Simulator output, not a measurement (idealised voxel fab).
You're looking at the process module voxel capacitor over wiring.
Square cells of 5 nm make up the cross-section cut, whose width is 210 nm.
Format of a cross-section: grid, square cells. Given as bands. Order: top down. Band: one or more rows of cells.
Read a band's entry like this: the first values are the height of its top and the height of its bottom in nm, and what follows is the sequence of materials from left to right, each with its width in nm. Note that "empty" is empty space, and that a single material marked "everywhere" reaches across the band from edge to edge.
Height datum 0, below which the as-received substrate wafer is one material. Lowest band open at the bottom, running downward: "0 and below".
Think of "30 to 40" as a width that walks from the first number to the second as you go down the band, top row to bottom row, taking equal-sized steps from row to row.
When a step is marked "no change occurred", none of the cells in the cross-section changed during that step.
Enclosed voids (no open way to top), threshold 8 cells or more, entry "Listed closed voids", notation width x height at distance, distance from left edge, nm.
Heads up: the bit after the settings on a step's line is the simulator's remark on that step.
overlay nm: step with mask; distance mask lay right of planned place; negative value = left of planned place.
## Below is the list of planned process steps
1,RECEIVE, material Si
2,CONFORMAL_DEP, material SiO2, thk nm 10
3,CONFORMAL_DEP, material SiCN, thk nm 5
4,DIRECTIONAL_DEP, material SiO2, thk nm 25
5,PATTERN, tone open, mask id METAL_1, material resist, width nm 25, pitch nm 80, thk nm 20, overlay nm 0
6,DIRECTIONAL_ETCH, etch materials SiO2, depth nm 25
7,DIRECTIONAL_ETCH, etch materials SiCN, depth nm 5
8,STRIP, etch materials resist
9,CONFORMAL_DEP, material TiN, thk nm 5
10,FILL_DEP, material Ru, thk nm 10
11,CMP, height nm 40
12,CONFORMAL_DEP, material SiCN, thk nm 5
13,DIRECTIONAL_DEP, material lowk, thk nm 15
14,PATTERN, tone open, mask id PLUG_1, material resist, width nm 15, thk nm 15, overlay nm 0
15,DIRECTIONAL_ETCH, etch materials lowk, depth nm 15
16,DIRECTIONAL_ETCH, etch materials SiCN, depth nm 5
17,STRIP, etch materials resist
18,EPI, material Ru, thk nm 10
19,EPI, material Ru, thk nm 10
20,DIRECTIONAL_DEP, material TiN, thk nm 10
21,DIRECTIONAL_DEP, material Al2O3, thk nm 5
22,DIRECTIONAL_DEP, material TiN, thk nm 10
23,DIRECTIONAL_DEP, material aC, thk nm 10
24,PATTERN, tone cover, mask id UPPER_PLATE, material resist, width nm 60, thk nm 25, overlay nm 0
25,DIRECTIONAL_ETCH, etch materials aC, depth nm 10
26,STRIP, etch materials resist
27,DIRECTIONAL_ETCH, etch materials TiN, depth nm 10
28,DIRECTIONAL_ETCH, etch materials Al2O3, depth nm 5
29,STRIP, etch materials aC
30,DIRECTIONAL_DEP, material aC, thk nm 15
31,PATTERN, tone cover, mask id LOWER_PLATE, material resist, width nm 70, thk nm 30, overlay nm 0
32,DIRECTIONAL_ETCH, etch materials aC, depth nm 15
33,STRIP, etch materials resist
34,DIRECTIONAL_ETCH, etch materials TiN, depth nm 10
35,STRIP, etch materials aC
36,FILL_DEP, material SiO2, thk nm 15
37,CMP, height nm 95
38,DIRECTIONAL_DEP, material aC, thk nm 10
39,PATTERN, tone open, mask id PLUG_2, material resist, width nm 15, thk nm 25, overlay nm 0
40,DIRECTIONAL_ETCH, etch materials aC, depth nm 10
41,STRIP, etch materials resist
42,DIRECTIONAL_ETCH, etch materials SiO2, depth nm 10
43,STRIP, etch materials aC
44,CONFORMAL_DEP, material TiN, thk nm 5
45,FILL_DEP, material Cu, thk nm 5
46,CMP, height nm 95
47,CONFORMAL_DEP, material SiN, thk nm 5
## First of two wafers, processed according to plan
## Incoming wafer in cross-section (state: after step 1)
* 0 and below  Si everywhere
* Listed closed voids: none
## Cross-section: wafer state after step 2
* 10 down to 0  SiO2 everywhere
* For the remainder of the cross-section, below 0, there is no change.
## Cross-section: wafer state after step 3
* 15 down to 10  SiCN everywhere
* For the remainder of the cross-section, below 10, there is no change.
## Cross-section: wafer state after step 4
* 40 down to 15  SiO2 everywhere
* For the remainder of the cross-section, below 15, there is no change.
## Cross-section: wafer state after step 5
* 60 down to 40  resist 50 nm; empty 25 nm; resist 55 nm; empty 25 nm; resist 55 nm
* For the remainder of the cross-section, below 40, there is no change.
## Cross-section: wafer state after step 6
* 60 down to 40  resist 50 nm; empty 25 nm; resist 55 nm; empty 25 nm; resist 55 nm
* 40 down to 15  SiO2 50 nm; empty 25 nm; SiO2 55 nm; empty 25 nm; SiO2 55 nm
* For the remainder of the cross-section, below 15, there is no change.
## Cross-section: wafer state after step 7
* 60 down to 40  resist 50 nm; empty 25 nm; resist 55 nm; empty 25 nm; resist 55 nm
* 40 down to 15  SiO2 50 nm; empty 25 nm; SiO2 55 nm; empty 25 nm; SiO2 55 nm
* 15 down to 10  SiCN 50 nm; empty 25 nm; SiCN 55 nm; empty 25 nm; SiCN 55 nm
* For the remainder of the cross-section, below 10, there is no change.
## Cross-section: wafer state after step 8
* 40 down to 15  SiO2 50 nm; empty 25 nm; SiO2 55 nm; empty 25 nm; SiO2 55 nm
* For the remainder of the cross-section, below 15, there is no change.
## Cross-section: wafer state after step 9
* 45 down to 40  TiN 55 nm; empty 15 nm; TiN 65 nm; empty 15 nm; TiN 60 nm
* 40 down to 15  SiO2 50 nm; TiN 5 nm; empty 15 nm; TiN 5 nm; SiO2 55 nm; TiN 5 nm; empty 15 nm; TiN 5 nm; SiO2 55 nm
* 15 down to 10  SiCN 50 nm; TiN 25 nm; SiCN 55 nm; TiN 25 nm; SiCN 55 nm
* For the remainder of the cross-section, below 10, there is no change.
## Cross-section: wafer state after step 10
* 55 down to 45  Ru everywhere
* 45 down to 40  TiN 55 nm; Ru 15 nm; TiN 65 nm; Ru 15 nm; TiN 60 nm
* 40 down to 15  SiO2 50 nm; TiN 5 nm; Ru 15 nm; TiN 5 nm; SiO2 55 nm; TiN 5 nm; Ru 15 nm; TiN 5 nm; SiO2 55 nm
* For the remainder of the cross-section, below 15, there is no change.
## Cross-section: wafer state after step 11
* 40 down to 15  SiO2 50 nm; TiN 5 nm; Ru 15 nm; TiN 5 nm; SiO2 55 nm; TiN 5 nm; Ru 15 nm; TiN 5 nm; SiO2 55 nm
* For the remainder of the cross-section, below 15, there is no change.
## Cross-section: wafer state after step 12
* 45 down to 40  SiCN everywhere
* For the remainder of the cross-section, below 40, there is no change.
## Cross-section: wafer state after step 13
* 60 down to 45  lowk everywhere
* For the remainder of the cross-section, below 45, there is no change.
## Cross-section: wafer state after step 14
* 75 down to 60  resist 60 nm; empty 15 nm; resist 135 nm
* For the remainder of the cross-section, below 60, there is no change.
## Cross-section: wafer state after step 15
* 75 down to 60  resist 60 nm; empty 15 nm; resist 135 nm
* 60 down to 45  lowk 60 nm; empty 15 nm; lowk 135 nm
* For the remainder of the cross-section, below 45, there is no change.
## Cross-section: wafer state after step 16
* 75 down to 60  resist 60 nm; empty 15 nm; resist 135 nm
* 60 down to 45  lowk 60 nm; empty 15 nm; lowk 135 nm
* 45 down to 40  SiCN 60 nm; empty 15 nm; SiCN 135 nm
* For the remainder of the cross-section, below 40, there is no change.
## Cross-section: wafer state after step 17
* 60 down to 45  lowk 60 nm; empty 15 nm; lowk 135 nm
* For the remainder of the cross-section, below 45, there is no change.
## Cross-section: wafer state after step 18
* 60 down to 50  lowk 60 nm; empty 15 nm; lowk 135 nm
* 50 down to 45  lowk 60 nm; Ru 15 nm; lowk 135 nm
* 45 down to 40  SiCN 60 nm; Ru 15 nm; SiCN 135 nm
* For the remainder of the cross-section, below 40, there is no change.
## Cross-section: wafer state after step 19
* 60 down to 45  lowk 60 nm; Ru 15 nm; lowk 135 nm
* For the remainder of the cross-section, below 45, there is no change.
## Cross-section: wafer state after step 20
* 70 down to 60  TiN everywhere
* For the remainder of the cross-section, below 60, there is no change.
## Cross-section: wafer state after step 21
* 75 down to 70  Al2O3 everywhere
* For the remainder of the cross-section, below 70, there is no change.
## Cross-section: wafer state after step 22
* 85 down to 75  TiN everywhere
* For the remainder of the cross-section, below 75, there is no change.
## Cross-section: wafer state after step 23
* 95 down to 85  aC everywhere
* For the remainder of the cross-section, below 85, there is no change.
## Cross-section: wafer state after step 24
* 120 down to 95  empty 60 nm; resist 60 nm; empty 90 nm
* For the remainder of the cross-section, below 95, there is no change.
## Cross-section: wafer state after step 25
* 110 down to 95  empty 60 nm; resist 60 nm; empty 90 nm
* 95 down to 85  empty 60 nm; aC 60 nm; empty 90 nm
* For the remainder of the cross-section, below 85, there is no change.
## Cross-section: wafer state after step 26
* 95 down to 85  empty 60 nm; aC 60 nm; empty 90 nm
* For the remainder of the cross-section, below 85, there is no change.
## Cross-section: wafer state after step 27
* 95 down to 85  empty 60 nm; aC 60 nm; empty 90 nm
* 85 down to 75  empty 60 nm; TiN 60 nm; empty 90 nm
* For the remainder of the cross-section, below 75, there is no change.
## Cross-section: wafer state after step 28
* 95 down to 85  empty 60 nm; aC 60 nm; empty 90 nm
* 85 down to 75  empty 60 nm; TiN 60 nm; empty 90 nm
* 75 down to 70  empty 60 nm; Al2O3 60 nm; empty 90 nm
* For the remainder of the cross-section, below 70, there is no change.
## Cross-section: wafer state after step 29
* 85 down to 75  empty 60 nm; TiN 60 nm; empty 90 nm
* For the remainder of the cross-section, below 75, there is no change.
## Cross-section: wafer state after step 30
* 100 down to 85  empty 60 nm; aC 60 nm; empty 90 nm
* 85 down to 75  aC 60 nm; TiN 60 nm; aC 90 nm
* 75 down to 70  aC 60 nm; Al2O3 60 nm; aC 90 nm
* For the remainder of the cross-section, below 70, there is no change.
## Cross-section: wafer state after step 31
* 130 down to 100  empty 55 nm; resist 70 nm; empty 85 nm
* 100 down to 85  empty 55 nm; resist 5 nm; aC 60 nm; resist 5 nm; empty 85 nm
* For the remainder of the cross-section, below 85, there is no change.
## Cross-section: wafer state after step 32
* 115 down to 100  empty 55 nm; resist 70 nm; empty 85 nm
* 100 down to 85  empty 55 nm; resist 5 nm; aC 60 nm; resist 5 nm; empty 85 nm
* 85 down to 75  empty 55 nm; aC 5 nm; TiN 60 nm; aC 5 nm; empty 85 nm
* 75 down to 70  empty 55 nm; aC 5 nm; Al2O3 60 nm; aC 5 nm; empty 85 nm
* For the remainder of the cross-section, below 70, there is no change.
## Cross-section: wafer state after step 33
* 100 down to 85  empty 60 nm; aC 60 nm; empty 90 nm
* For the remainder of the cross-section, below 85, there is no change.
## Cross-section: wafer state after step 34
* 100 down to 85  empty 60 nm; aC 60 nm; empty 90 nm
* 85 down to 75  empty 55 nm; aC 5 nm; TiN 60 nm; aC 5 nm; empty 85 nm
* 75 down to 70  empty 55 nm; aC 5 nm; Al2O3 60 nm; aC 5 nm; empty 85 nm
* 70 down to 60  empty 55 nm; TiN 70 nm; empty 85 nm
* For the remainder of the cross-section, below 60, there is no change.
## Cross-section: wafer state after step 35
* 85 down to 75  empty 60 nm; TiN 60 nm; empty 90 nm
* 75 down to 70  empty 60 nm; Al2O3 60 nm; empty 90 nm
* For the remainder of the cross-section, below 70, there is no change.
## Cross-section: wafer state after step 36
* 100 down to 85  SiO2 everywhere
* 85 down to 75  SiO2 60 nm; TiN 60 nm; SiO2 90 nm
* 75 down to 70  SiO2 60 nm; Al2O3 60 nm; SiO2 90 nm
* 70 down to 60  SiO2 55 nm; TiN 70 nm; SiO2 85 nm
* For the remainder of the cross-section, below 60, there is no change.
## Cross-section: wafer state after step 37
* 95 down to 85  SiO2 everywhere
* For the remainder of the cross-section, below 85, there is no change.
## Cross-section: wafer state after step 38
* 105 down to 95  aC everywhere
* For the remainder of the cross-section, below 95, there is no change.
## Cross-section: wafer state after step 39
* 130 down to 105  resist 70 nm; empty 15 nm; resist 125 nm
* For the remainder of the cross-section, below 105, there is no change.
## Cross-section: wafer state after step 40
* 120 down to 105  resist 70 nm; empty 15 nm; resist 125 nm
* 105 down to 95  aC 70 nm; empty 15 nm; aC 125 nm
* For the remainder of the cross-section, below 95, there is no change.
## Cross-section: wafer state after step 41
* 105 down to 95  aC 70 nm; empty 15 nm; aC 125 nm
* For the remainder of the cross-section, below 95, there is no change.
## Cross-section: wafer state after step 42
* 105 down to 95  aC 70 nm; empty 15 nm; aC 125 nm
* 95 down to 85  SiO2 70 nm; empty 15 nm; SiO2 125 nm
* For the remainder of the cross-section, below 85, there is no change.
## Cross-section: wafer state after step 43
* 95 down to 85  SiO2 70 nm; empty 15 nm; SiO2 125 nm
* For the remainder of the cross-section, below 85, there is no change.
## Cross-section: wafer state after step 44
* 100 down to 95  TiN 75 nm; empty 5 nm; TiN 130 nm
* 95 down to 90  SiO2 70 nm; TiN 5 nm; empty 5 nm; TiN 5 nm; SiO2 125 nm
* 90 down to 85  SiO2 70 nm; TiN 15 nm; SiO2 125 nm
* For the remainder of the cross-section, below 85, there is no change.
## Cross-section: wafer state after step 45
* 105 down to 100  Cu everywhere
* 100 down to 95  TiN 75 nm; Cu 5 nm; TiN 130 nm
* 95 down to 90  SiO2 70 nm; TiN 5 nm; Cu 5 nm; TiN 5 nm; SiO2 125 nm
* For the remainder of the cross-section, below 90, there is no change.
## Cross-section: wafer state after step 46
* 95 down to 90  SiO2 70 nm; TiN 5 nm; Cu 5 nm; TiN 5 nm; SiO2 125 nm
* For the remainder of the cross-section, below 90, there is no change.
## Cross-section: wafer state after step 47
* 100 down to 95  SiN everywhere
* For the remainder of the cross-section, below 95, there is no change.
## Second of two: same start, same plan, one run error; steps up to and including 33 match the first
## Here is the second wafer in cross-section at the point where step 34 of the plan should have been done
* 100 down to 85  empty 60 nm; aC 60 nm; empty 90 nm
* 85 down to 75  empty 55 nm; aC 5 nm; TiN 60 nm; aC 5 nm; empty 85 nm
* 75 down to 70  empty 55 nm; aC 5 nm; Al2O3 60 nm; aC 5 nm; empty 85 nm
* 70 down to 65  empty 55 nm; TiN 70 nm; empty 85 nm
* For the remainder of the cross-section, below 65, there is no change.
## Here is the second wafer in cross-section at the point where step 35 of the plan should have been done
* 85 down to 75  empty 60 nm; TiN 60 nm; empty 90 nm
* 75 down to 70  empty 60 nm; Al2O3 60 nm; empty 90 nm
* For the remainder of the cross-section, below 70, there is no change.
## Here is the second wafer in cross-section at the point where step 36 of the plan should have been done
* 100 down to 85  SiO2 everywhere
* 85 down to 75  SiO2 60 nm; TiN 60 nm; SiO2 90 nm
* 75 down to 70  SiO2 60 nm; Al2O3 60 nm; SiO2 90 nm
* 70 down to 65  SiO2 55 nm; TiN 70 nm; SiO2 85 nm
* For the remainder of the cross-section, below 65, there is no change.
## Here is the second wafer in cross-section at the point where step 37 of the plan should have been done
* 95 down to 85  SiO2 everywhere
* For the remainder of the cross-section, below 85, there is no change.
## Here is the second wafer in cross-section at the point where step 38 of the plan should have been done
* 105 down to 95  aC everywhere
* For the remainder of the cross-section, below 95, there is no change.
## Here is the second wafer in cross-section at the point where step 39 of the plan should have been done
* 130 down to 105  resist 70 nm; empty 15 nm; resist 125 nm
* For the remainder of the cross-section, below 105, there is no change.
## Here is the second wafer in cross-section at the point where step 40 of the plan should have been done
* 120 down to 105  resist 70 nm; empty 15 nm; resist 125 nm
* 105 down to 95  aC 70 nm; empty 15 nm; aC 125 nm
* For the remainder of the cross-section, below 95, there is no change.
## Here is the second wafer in cross-section at the point where step 41 of the plan should have been done
* 105 down to 95  aC 70 nm; empty 15 nm; aC 125 nm
* For the remainder of the cross-section, below 95, there is no change.
## Here is the second wafer in cross-section at the point where step 42 of the plan should have been done
* 105 down to 95  aC 70 nm; empty 15 nm; aC 125 nm
* 95 down to 85  SiO2 70 nm; empty 15 nm; SiO2 125 nm
* For the remainder of the cross-section, below 85, there is no change.
## Here is the second wafer in cross-section at the point where step 43 of the plan should have been done
* 95 down to 85  SiO2 70 nm; empty 15 nm; SiO2 125 nm
* For the remainder of the cross-section, below 85, there is no change.
## Here is the second wafer in cross-section at the point where step 44 of the plan should have been done
* 100 down to 95  TiN 75 nm; empty 5 nm; TiN 130 nm
* 95 down to 90  SiO2 70 nm; TiN 5 nm; empty 5 nm; TiN 5 nm; SiO2 125 nm
* 90 down to 85  SiO2 70 nm; TiN 15 nm; SiO2 125 nm
* For the remainder of the cross-section, below 85, there is no change.
## Here is the second wafer in cross-section at the point where step 45 of the plan should have been done
* 105 down to 100  Cu everywhere
* 100 down to 95  TiN 75 nm; Cu 5 nm; TiN 130 nm
* 95 down to 90  SiO2 70 nm; TiN 5 nm; Cu 5 nm; TiN 5 nm; SiO2 125 nm
* For the remainder of the cross-section, below 90, there is no change.
## Here is the second wafer in cross-section at the point where step 46 of the plan should have been done
* 95 down to 90  SiO2 70 nm; TiN 5 nm; Cu 5 nm; TiN 5 nm; SiO2 125 nm
* For the remainder of the cross-section, below 90, there is no change.
## Here is the second wafer in cross-section at the point where step 47 of the plan should have been done
* 100 down to 95  SiN everywhere
* For the remainder of the cross-section, below 95, there is no change.
In executing the process, a mistake was made relative to the plan: note that step 34 departed from the planned setting and was carried out as DIRECTIONAL_ETCH, etch materials TiN, depth nm 5
In the final state, the cell counts of the second wafer exceed or fall short of those of the first for the following materials: SiO2: 28 fewer; TiN: 28 more
